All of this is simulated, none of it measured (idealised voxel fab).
process module | voxel self aligned vias
cross-section cut | 290 nm wide | cells 5 nm
A cross-section is a grid of square cells, given in bands from the top down. A band is one or more rows of cells.
Each band's line starts with the height of the band's top and of its bottom, in nm. Then come its materials from left to right, each with its width in nm. One material with "throughout" fills the band from edge to edge. "air" is empty space.
Height 0 is the level under which the wafer as received is all one material. The lowest band goes on downwards, as in "0 down".
A width such as "30 to 40" changes by the same amount from each row of cells to the next, from the band's top row to its bottom row.
"no change" after a step means that no cell of the cross-section changed.
closed voids: empty space of 8 cells or more with no open way to the top, each as width x height at its distance from the left edge, in nm
after a step's settings: what the simulator itself notes on the step
overlay nm, on a step with a mask: how far to the right of its planned place the mask lay; to the left if negative
plan
1 op RECEIVE | material Si
2 op CONFORMAL_DEP | material SiO2 | thk nm 15
3 op CONFORMAL_DEP | material SiCN | thk nm 5
4 op DIRECTIONAL_DEP | material lowk | thk nm 30
5 op DIRECTIONAL_DEP | material aC | thk nm 15
6 op PATTERN | tone open | mask id LINES | material resist | width nm 25 | pitch nm 60 | thk nm 35 | overlay nm 0
7 op DIRECTIONAL_ETCH | etch materials aC | depth nm 15
8 op STRIP | etch materials resist
9 op DIRECTIONAL_ETCH | etch materials lowk | depth nm 30
10 op STRIP | etch materials aC
11 op CONFORMAL_DEP | material TiN | thk nm 5
12 op FILL_DEP | material W | thk nm 10
13 op CMP | height nm 50
14 op SELECTIVE_ETCH | etch materials W Ru TiN | depth nm 5
15 op FILL_DEP | material SiN | thk nm 10
16 op CMP | height nm 50
17 op DIRECTIONAL_DEP | material lowk | thk nm 15
18 op MASKED_ETCH | tone open | mask id VIAS | width nm 45 | pitch nm 60 | etch materials lowk | depth nm 15 | overlay nm 0
19 op MASKED_ETCH | tone open | mask id VIAS | width nm 45 | pitch nm 60 | etch materials SiN | depth nm 5 | overlay nm 0
20 op CONFORMAL_DEP | material TiN | thk nm 5
21 op FILL_DEP | material Cu | thk nm 5
22 op CMP | height nm 65
23 op CONFORMAL_DEP | material SiCN | thk nm 5
as received, after step 1
  0 down: Si throughout
  closed voids: none
first wafer at the end, as planned
  70 to 65: SiCN throughout
  65 to 55: lowk 60 | TiN 5 | Cu 35 | TiN 5 | lowk 15 | TiN 5 | Cu 35 | TiN 5 | lowk 15 | TiN 5 | Cu 35 | TiN 5 | lowk 65
  55 to 50: lowk 60 | TiN 15 | Cu 15 | TiN 15 | lowk 15 | TiN 15 | Cu 15 | TiN 15 | lowk 15 | TiN 15 | Cu 15 | TiN 15 | lowk 65
  50 to 45: lowk 70 | TiN 25 | lowk 35 | TiN 25 | lowk 35 | TiN 25 | lowk 75
  45 to 25: lowk 70 | TiN 5 | W 15 | TiN 5 | lowk 35 | TiN 5 | W 15 | TiN 5 | lowk 35 | TiN 5 | W 15 | TiN 5 | lowk 75
  25 to 20: lowk 70 | TiN 25 | lowk 35 | TiN 25 | lowk 35 | TiN 25 | lowk 75
  20 to 15: SiCN throughout
  15 to 0: SiO2 throughout
  0 down: Si throughout
  closed voids: none
second wafer at the end: like start, like plan, one mistake
  70 to 65: SiCN throughout
  65 to 55: lowk 60 | TiN 5 | Cu 35 | TiN 5 | lowk 15 | TiN 5 | Cu 35 | TiN 5 | lowk 15 | TiN 5 | Cu 35 | TiN 5 | lowk 65
  55 to 50: lowk 60 | TiN 45 | lowk 15 | TiN 45 | lowk 15 | TiN 45 | lowk 65
  50 to 45: SiCN throughout
  45 to 15: lowk throughout
  15 to 0: SiO2 throughout
  0 down: Si throughout
  closed voids: none
what went wrong: steps 3 and 4 were swapped
at the end the second wafer has, in cells: 9 fewer of Cu | 45 fewer of TiN | 36 fewer of W | 90 more of lowk
